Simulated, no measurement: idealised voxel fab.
process module | voxel lift off
cross-section cut | 195 nm wide | cells 5 nm
A cross-section is a grid of square cells, given in bands from the top down. A band is one or more rows of cells.
Each band's line starts with the height of the band's top and of its bottom, in nm. Then come its materials from left to right, each with its width in nm. One material with "throughout" fills the band from edge to edge. "air" is empty space.
Height 0 is the level under which the wafer as received is all one material. The lowest band goes on downwards, as in "0 down".
A width such as "30 to 40" changes by the same amount from each row of cells to the next, from the band's top row to its bottom row.
"no change" after a step means that no cell of the cross-section changed.
closed voids: empty space of 8 cells or more with no open way to the top, each as width x height at its distance from the left edge, in nm
after a step's settings: what the simulator itself notes on the step
overlay nm, on a step with a mask: how far to the right of its planned place the mask lay; to the left if negative
plan
1 op RECEIVE | material Si
2 op CONFORMAL_DEP | material Al2O3 | thk nm 15
3 op PATTERN | tone open | mask id LINES | material resist | width nm 15 | pitch nm 45 | thk nm 30 | overlay nm 0
4 op DIRECTIONAL_DEP | material Ru | thk nm 15
5 op STRIP | etch materials resist
6 op CONFORMAL_DEP | material SiN | thk nm 5
as received, after step 1
  0 down: Si throughout
  closed voids: none
a wafer at the end: this start, this plan, one mistake
  35 to 20: air 15 | SiN 25 | air 20 | SiN 25 | air 20 | SiN 25 | air 20 | SiN 25 | air 20
  20 to 15: SiN throughout
  15 to 0: Al2O3 throughout
  0 down: Si throughout
  closed voids: none
what went wrong: step 4 ran as: op DIRECTIONAL_DEP | material SiN | thk nm 15
